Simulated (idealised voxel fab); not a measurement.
The following is a process module called voxel wiring stack.
It is cross-section cut that appears here, measuring 195 nm in width, its square cells being 5 nm in size.
Reading order for cross-sections: top band down to bottom band. Underlying form: a grid of square cells. Band size: one or more rows of cells. Heights first: top, then bottom, in nm. Then materials, left to right, each with a width in nm. "full width" on a single material: fills the band edge to edge. "air": empty space. Heads up on the height convention: 0 is the point under which the incoming wafer is all one material, and the lowest band has no bottom, it just keeps going down, like "0 and below". Width "30->40": first value at the band's top row of cells, second value at its bottom row, equal change from row to row. The designation "nothing got changed", where it is given for a processing step, indicates that no cell of the cross-section was altered in the course of that step. So "Voids lacking openings" is basically the list of trapped voids: any empty space of 8 cells or more that can't reach the top through an opening. They're written width x height at distance, the distance being from the left edge, and it's all nm. On each step's line, the part that comes after the settings is the simulator's own comment on the step. overlay nm: how far to the right of its planned place the mask lay on this masked step (negative: to the left).
Planned step list for the process:
step 1: RECEIVE, material Si
step 2: CONFORMAL_DEP, material SiO2, thk nm 10
step 3: CONFORMAL_DEP, material SiCN, thk nm 5
step 4: DIRECTIONAL_DEP, material lowk, thk nm 20
step 5: MASKED_ETCH, tone open, mask id METAL_1, width nm 25, pitch nm 45, etch materials lowk, depth nm 20, overlay nm 0
step 6: MASKED_ETCH, tone open, mask id METAL_1, width nm 25, pitch nm 45, etch materials SiCN, depth nm 5, overlay nm 0
step 7: CONFORMAL_DEP, material TiN, thk nm 5
step 8: FILL_DEP, material Ru, thk nm 5
step 9: CMP, height nm 35
step 10: CONFORMAL_DEP, material SiCN, thk nm 5
step 11: DIRECTIONAL_DEP, material SiO2, thk nm 35
step 12: MASKED_ETCH, tone open, mask id METAL_2_HOLES, width nm 15, pitch nm 45, etch materials SiO2, depth nm 35, overlay nm 0
step 13: DIRECTIONAL_DEP, material aC, thk nm 15
step 14: PATTERN, tone open, mask id METAL_2, material resist, width nm 25, pitch nm 45, thk nm 30, overlay nm 0
step 15: DIRECTIONAL_ETCH, etch materials aC, depth nm 15
step 16: STRIP, etch materials resist
step 17: DIRECTIONAL_ETCH, etch materials SiO2, depth nm 20
step 18: DIRECTIONAL_ETCH, etch materials SiCN, depth nm 5
step 19: STRIP, etch materials aC
step 20: CONFORMAL_DEP, material TiN, thk nm 5
step 21: FILL_DEP, material Cu, thk nm 5
step 22: CMP, height nm 75
step 23: CONFORMAL_DEP, material SiCN, thk nm 5
step 24: DIRECTIONAL_DEP, material SiO2, thk nm 10
step 25: DIRECTIONAL_DEP, material aC, thk nm 10
step 26: PATTERN, tone open, mask id PLUG_2, material resist, width nm 15, pitch nm 90, thk nm 25, overlay nm 0
step 27: DIRECTIONAL_ETCH, etch materials aC, depth nm 10
step 28: STRIP, etch materials resist
step 29: DIRECTIONAL_ETCH, etch materials SiO2, depth nm 10
step 30: DIRECTIONAL_ETCH, etch materials SiCN, depth nm 5
step 31: STRIP, etch materials aC
step 32: CONFORMAL_DEP, material TiN, thk nm 5
step 33: FILL_DEP, material Cu, thk nm 5
step 34: CMP, height nm 90
step 35: DIRECTIONAL_DEP, material TiN, thk nm 5
step 36: DIRECTIONAL_DEP, material W, thk nm 20
step 37: MASKED_ETCH, tone cover, mask id METAL_3, width nm 25, pitch nm 45, etch materials W, depth nm 20, overlay nm 0
step 38: MASKED_ETCH, tone cover, mask id METAL_3, width nm 25, pitch nm 45, etch materials TiN, depth nm 5, overlay nm 0
step 39: CONFORMAL_DEP, material SiCN, thk nm 5
step 40: FILL_DEP, material SiO2, thk nm 10
step 41: CMP, height nm 115
step 42: CONFORMAL_DEP, material SiN, thk nm 5
The following pertains to the first of two wafers, which was processed as planned:
Delivered wafer in cross-section: state after step 1:
  0 and below = Si full width
  Voids lacking openings: none
How the wafer stands in section after step 2:
  10 down to 0 = SiO2 full width
  Below a height of 0, the structure has not been altered.
How the wafer stands in section after step 3:
  15 down to 10 = SiCN full width
  Below a height of 10, the structure has not been altered.
How the wafer stands in section after step 4:
  35 down to 15 = lowk full width
  Below a height of 15, the structure has not been altered.
How the wafer stands in section after step 5:
  35 down to 15 = lowk (40); air (25); lowk (20); air (25); lowk (20); air (25); lowk (40)
  Below a height of 15, the structure has not been altered.
How the wafer stands in section after step 6:
  35 down to 15 = lowk (40); air (25); lowk (20); air (25); lowk (20); air (25); lowk (40)
  15 down to 10 = SiCN (40); air (25); SiCN (20); air (25); SiCN (20); air (25); SiCN (40)
  Below a height of 10, the structure has not been altered.
How the wafer stands in section after step 7:
  40 down to 35 = TiN (45); air (15); TiN (30); air (15); TiN (30); air (15); TiN (45)
  35 down to 15 = lowk (40); TiN (5); air (15); TiN (5); lowk (20); TiN (5); air (15); TiN (5); lowk (20); TiN (5); air (15); TiN (5); lowk (40)
  15 down to 10 = SiCN (40); TiN (25); SiCN (20); TiN (25); SiCN (20); TiN (25); SiCN (40)
  Below a height of 10, the structure has not been altered.
How the wafer stands in section after step 8:
  45 down to 40 = Ru full width
  40 down to 35 = TiN (45); Ru (15); TiN (30); Ru (15); TiN (30); Ru (15); TiN (45)
  35 down to 15 = lowk (40); TiN (5); Ru (15); TiN (5); lowk (20); TiN (5); Ru (15); TiN (5); lowk (20); TiN (5); Ru (15); TiN (5); lowk (40)
  Below a height of 15, the structure has not been altered.
How the wafer stands in section after step 9:
  35 down to 15 = lowk (40); TiN (5); Ru (15); TiN (5); lowk (20); TiN (5); Ru (15); TiN (5); lowk (20); TiN (5); Ru (15); TiN (5); lowk (40)
  Below a height of 15, the structure has not been altered.
How the wafer stands in section after step 10:
  40 down to 35 = SiCN full width
  Below a height of 35, the structure has not been altered.
How the wafer stands in section after step 11:
  75 down to 40 = SiO2 full width
  Below a height of 40, the structure has not been altered.
How the wafer stands in section after step 12:
  75 down to 40 = SiO2 (40); air (15); SiO2 (30); air (15); SiO2 (30); air (15); SiO2 (50)
  Below a height of 40, the structure has not been altered.
How the wafer stands in section after step 13:
  90 down to 75 = aC (40); air (15); aC (30); air (15); aC (30); air (15); aC (50)
  75 down to 55 = SiO2 (40); air (15); SiO2 (30); air (15); SiO2 (30); air (15); SiO2 (50)
  55 down to 40 = SiO2 (40); aC (15); SiO2 (30); aC (15); SiO2 (30); aC (15); SiO2 (50)
  Below a height of 40, the structure has not been altered.
How the wafer stands in section after step 14:
  120 down to 90 = resist (40); air (25); resist (20); air (25); resist (20); air (25); resist (40)
  Below a height of 90, the structure has not been altered.
How the wafer stands in section after step 15:
  105 down to 90 = resist (40); air (25); resist (20); air (25); resist (20); air (25); resist (40)
  90 down to 75 = aC (40); air (25); aC (20); air (25); aC (20); air (25); aC (40)
  75 down to 40 = SiO2 (40); air (15); SiO2 (30); air (15); SiO2 (30); air (15); SiO2 (50)
  Below a height of 40, the structure has not been altered.
How the wafer stands in section after step 16:
  90 down to 75 = aC (40); air (25); aC (20); air (25); aC (20); air (25); aC (40)
  Below a height of 75, the structure has not been altered.
How the wafer stands in section after step 17:
  90 down to 75 = aC (40); air (25); aC (20); air (25); aC (20); air (25); aC (40)
  75 down to 55 = SiO2 (40); air (25); SiO2 (20); air (25); SiO2 (20); air (25); SiO2 (40)
  Below a height of 55, the structure has not been altered.
How the wafer stands in section after step 18:
  90 down to 75 = aC (40); air (25); aC (20); air (25); aC (20); air (25); aC (40)
  75 down to 55 = SiO2 (40); air (25); SiO2 (20); air (25); SiO2 (20); air (25); SiO2 (40)
  55 down to 40 = SiO2 (40); air (15); SiO2 (30); air (15); SiO2 (30); air (15); SiO2 (50)
  40 down to 35 = SiCN (40); air (15); SiCN (30); air (15); SiCN (30); air (15); SiCN (50)
  Below a height of 35, the structure has not been altered.
How the wafer stands in section after step 19:
  75 down to 55 = SiO2 (40); air (25); SiO2 (20); air (25); SiO2 (20); air (25); SiO2 (40)
  Below a height of 55, the structure has not been altered.
How the wafer stands in section after step 20:
  80 down to 75 = TiN (45); air (15); TiN (30); air (15); TiN (30); air (15); TiN (45)
  75 down to 60 = SiO2 (40); TiN (5); air (15); TiN (5); SiO2 (20); TiN (5); air (15); TiN (5); SiO2 (20); TiN (5); air (15); TiN (5); SiO2 (40)
  60 down to 55 = SiO2 (40); TiN (5); air (5); TiN (15); SiO2 (20); TiN (5); air (5); TiN (15); SiO2 (20); TiN (5); air (5); TiN (15); SiO2 (40)
  55 down to 40 = SiO2 (40); TiN (5); air (5); TiN (5); SiO2 (30); TiN (5); air (5); TiN (5); SiO2 (30); TiN (5); air (5); TiN (5); SiO2 (50)
  40 down to 35 = SiCN (40); TiN (15); SiCN (30); TiN (15); SiCN (30); TiN (15); SiCN (50)
  Below a height of 35, the structure has not been altered.
How the wafer stands in section after step 21:
  85 down to 80 = Cu full width
  80 down to 75 = TiN (45); Cu (15); TiN (30); Cu (15); TiN (30); Cu (15); TiN (45)
  75 down to 60 = SiO2 (40); TiN (5); Cu (15); TiN (5); SiO2 (20); TiN (5); Cu (15); TiN (5); SiO2 (20); TiN (5); Cu (15); TiN (5); SiO2 (40)
  60 down to 55 = SiO2 (40); TiN (5); Cu (5); TiN (15); SiO2 (20); TiN (5); Cu (5); TiN (15); SiO2 (20); TiN (5); Cu (5); TiN (15); SiO2 (40)
  55 down to 40 = SiO2 (40); TiN (5); Cu (5); TiN (5); SiO2 (30); TiN (5); Cu (5); TiN (5); SiO2 (30); TiN (5); Cu (5); TiN (5); SiO2 (50)
  Below a height of 40, the structure has not been altered.
How the wafer stands in section after step 22:
  75 down to 60 = SiO2 (40); TiN (5); Cu (15); TiN (5); SiO2 (20); TiN (5); Cu (15); TiN (5); SiO2 (20); TiN (5); Cu (15); TiN (5); SiO2 (40)
  Below a height of 60, the structure has not been altered.
How the wafer stands in section after step 23:
  80 down to 75 = SiCN full width
  Below a height of 75, the structure has not been altered.
How the wafer stands in section after step 24:
  90 down to 80 = SiO2 full width
  Below a height of 80, the structure has not been altered.
How the wafer stands in section after step 25:
  100 down to 90 = aC full width
  Below a height of 90, the structure has not been altered.
How the wafer stands in section after step 26:
  125 down to 100 = resist (40); air (15); resist (75); air (15); resist (50)
  Below a height of 100, the structure has not been altered.
How the wafer stands in section after step 27:
  115 down to 100 = resist (40); air (15); resist (75); air (15); resist (50)
  100 down to 90 = aC (40); air (15); aC (75); air (15); aC (50)
  Below a height of 90, the structure has not been altered.
How the wafer stands in section after step 28:
  100 down to 90 = aC (40); air (15); aC (75); air (15); aC (50)
  Below a height of 90, the structure has not been altered.
How the wafer stands in section after step 29:
  100 down to 90 = aC (40); air (15); aC (75); air (15); aC (50)
  90 down to 80 = SiO2 (40); air (15); SiO2 (75); air (15); SiO2 (50)
  Below a height of 80, the structure has not been altered.
How the wafer stands in section after step 30:
  100 down to 90 = aC (40); air (15); aC (75); air (15); aC (50)
  90 down to 80 = SiO2 (40); air (15); SiO2 (75); air (15); SiO2 (50)
  80 down to 75 = SiCN (40); air (15); SiCN (75); air (15); SiCN (50)
  Below a height of 75, the structure has not been altered.
How the wafer stands in section after step 31:
  90 down to 80 = SiO2 (40); air (15); SiO2 (75); air (15); SiO2 (50)
  Below a height of 80, the structure has not been altered.
How the wafer stands in section after step 32:
  95 down to 90 = TiN (45); air (5); TiN (85); air (5); TiN (55)
  90 down to 80 = SiO2 (40); TiN (5); air (5); TiN (5); SiO2 (75); TiN (5); air (5); TiN (5); SiO2 (50)
  80 down to 75 = SiCN (40); TiN (15); SiCN (75); TiN (15); SiCN (50)
  Below a height of 75, the structure has not been altered.
How the wafer stands in section after step 33:
  100 down to 95 = Cu full width
  95 down to 90 = TiN (45); Cu (5); TiN (85); Cu (5); TiN (55)
  90 down to 80 = SiO2 (40); TiN (5); Cu (5); TiN (5); SiO2 (75); TiN (5); Cu (5); TiN (5); SiO2 (50)
  Below a height of 80, the structure has not been altered.
How the wafer stands in section after step 34:
  90 down to 80 = SiO2 (40); TiN (5); Cu (5); TiN (5); SiO2 (75); TiN (5); Cu (5); TiN (5); SiO2 (50)
  Below a height of 80, the structure has not been altered.
How the wafer stands in section after step 35:
  95 down to 90 = TiN full width
  Below a height of 90, the structure has not been altered.
How the wafer stands in section after step 36:
  115 down to 95 = W full width
  Below a height of 95, the structure has not been altered.
How the wafer stands in section after step 37:
  115 down to 95 = air (40); W (25); air (20); W (25); air (20); W (25); air (40)
  Below a height of 95, the structure has not been altered.
How the wafer stands in section after step 38:
  115 down to 95 = air (40); W (25); air (20); W (25); air (20); W (25); air (40)
  95 down to 90 = air (40); TiN (25); air (20); TiN (25); air (20); TiN (25); air (40)
  Below a height of 90, the structure has not been altered.
How the wafer stands in section after step 39:
  120 down to 115 = air (35); SiCN (35); air (10); SiCN (35); air (10); SiCN (35); air (35)
  115 down to 95 = air (35); SiCN (5); W (25); SiCN (5); air (10); SiCN (5); W (25); SiCN (5); air (10); SiCN (5); W (25); SiCN (5); air (35)
  95 down to 90 = SiCN (40); TiN (25); SiCN (20); TiN (25); SiCN (20); TiN (25); SiCN (40)
  Below a height of 90, the structure has not been altered.
How the wafer stands in section after step 40:
  130 down to 120 = SiO2 full width
  120 down to 115 = SiO2 (35); SiCN (35); SiO2 (10); SiCN (35); SiO2 (10); SiCN (35); SiO2 (35)
  115 down to 95 = SiO2 (35); SiCN (5); W (25); SiCN (5); SiO2 (10); SiCN (5); W (25); SiCN (5); SiO2 (10); SiCN (5); W (25); SiCN (5); SiO2 (35)
  Below a height of 95, the structure has not been altered.
How the wafer stands in section after step 41:
  115 down to 95 = SiO2 (35); SiCN (5); W (25); SiCN (5); SiO2 (10); SiCN (5); W (25); SiCN (5); SiO2 (10); SiCN (5); W (25); SiCN (5); SiO2 (35)
  Below a height of 95, the structure has not been altered.
How the wafer stands in section after step 42:
  120 down to 115 = SiN full width
  Below a height of 115, the structure has not been altered.
Regarding the second of the two wafers: it shared the first wafer's starting condition and process plan, yet one error occurred during its execution. Its history coincides with that of the first wafer up to and including step 22:
Second wafer, cut view, end of step 23 per plan:
  85 down to 75 = SiO2 full width
  Below a height of 75, the structure has not been altered.
Second wafer, cut view, end of step 24 per plan:
  90 down to 85 = SiCN full width
  Below a height of 85, the structure has not been altered.
Second wafer, cut view, end of step 25 per plan:
  100 down to 90 = aC full width
  Below a height of 90, the structure has not been altered.
Second wafer, cut view, end of step 26 per plan:
  125 down to 100 = resist (40); air (15); resist (75); air (15); resist (50)
  Below a height of 100, the structure has not been altered.
Second wafer, cut view, end of step 27 per plan:
  115 down to 100 = resist (40); air (15); resist (75); air (15); resist (50)
  100 down to 90 = aC (40); air (15); aC (75); air (15); aC (50)
  Below a height of 90, the structure has not been altered.
Second wafer, cut view, end of step 28 per plan:
  100 down to 90 = aC (40); air (15); aC (75); air (15); aC (50)
  Below a height of 90, the structure has not been altered.
Second wafer, cut view, end of step 29 per plan: nothing got changed
Second wafer, cut view, end of step 30 per plan:
  100 down to 90 = aC (40); air (15); aC (75); air (15); aC (50)
  90 down to 85 = SiCN (40); air (15); SiCN (75); air (15); SiCN (50)
  Below a height of 85, the structure has not been altered.
Second wafer, cut view, end of step 31 per plan:
  90 down to 85 = SiCN (40); air (15); SiCN (75); air (15); SiCN (50)
  Below a height of 85, the structure has not been altered.
Second wafer, cut view, end of step 32 per plan:
  95 down to 90 = TiN (45); air (5); TiN (85); air (5); TiN (55)
  90 down to 85 = SiCN (40); TiN (15); SiCN (75); TiN (15); SiCN (50)
  Below a height of 85, the structure has not been altered.
Second wafer, cut view, end of step 33 per plan:
  100 down to 95 = Cu full width
  95 down to 90 = TiN (45); Cu (5); TiN (85); Cu (5); TiN (55)
  Below a height of 90, the structure has not been altered.
Second wafer, cut view, end of step 34 per plan:
  90 down to 85 = SiCN (40); TiN (15); SiCN (75); TiN (15); SiCN (50)
  Below a height of 85, the structure has not been altered.
Second wafer, cut view, end of step 35 per plan:
  95 down to 90 = TiN full width
  Below a height of 90, the structure has not been altered.
Second wafer, cut view, end of step 36 per plan:
  115 down to 95 = W full width
  Below a height of 95, the structure has not been altered.
Second wafer, cut view, end of step 37 per plan:
  115 down to 95 = air (40); W (25); air (20); W (25); air (20); W (25); air (40)
  Below a height of 95, the structure has not been altered.
Second wafer, cut view, end of step 38 per plan:
  115 down to 95 = air (40); W (25); air (20); W (25); air (20); W (25); air (40)
  95 down to 90 = air (40); TiN (25); air (20); TiN (25); air (20); TiN (25); air (40)
  Below a height of 90, the structure has not been altered.
Second wafer, cut view, end of step 39 per plan:
  120 down to 115 = air (35); SiCN (35); air (10); SiCN (35); air (10); SiCN (35); air (35)
  115 down to 95 = air (35); SiCN (5); W (25); SiCN (5); air (10); SiCN (5); W (25); SiCN (5); air (10); SiCN (5); W (25); SiCN (5); air (35)
  95 down to 90 = SiCN (40); TiN (25); SiCN (20); TiN (25); SiCN (20); TiN (25); SiCN (40)
  Below a height of 90, the structure has not been altered.
Second wafer, cut view, end of step 40 per plan:
  130 down to 120 = SiO2 full width
  120 down to 115 = SiO2 (35); SiCN (35); SiO2 (10); SiCN (35); SiO2 (10); SiCN (35); SiO2 (35)
  115 down to 95 = SiO2 (35); SiCN (5); W (25); SiCN (5); SiO2 (10); SiCN (5); W (25); SiCN (5); SiO2 (10); SiCN (5); W (25); SiCN (5); SiO2 (35)
  Below a height of 95, the structure has not been altered.
Second wafer, cut view, end of step 41 per plan:
  115 down to 95 = SiO2 (35); SiCN (5); W (25); SiCN (5); SiO2 (10); SiCN (5); W (25); SiCN (5); SiO2 (10); SiCN (5); W (25); SiCN (5); SiO2 (35)
  Below a height of 95, the structure has not been altered.
Second wafer, cut view, end of step 42 per plan:
  120 down to 115 = SiN full width
  Below a height of 115, the structure has not been altered.
What was done differently from what was planned? the processing plan was not followed for steps 23 and 24, which were run with their positions exchanged
Once processing is complete, comparing cell counts shows that the second wafer has more or fewer of certain materials than the first: -4 Cu | +12 SiO2 | -8 TiN
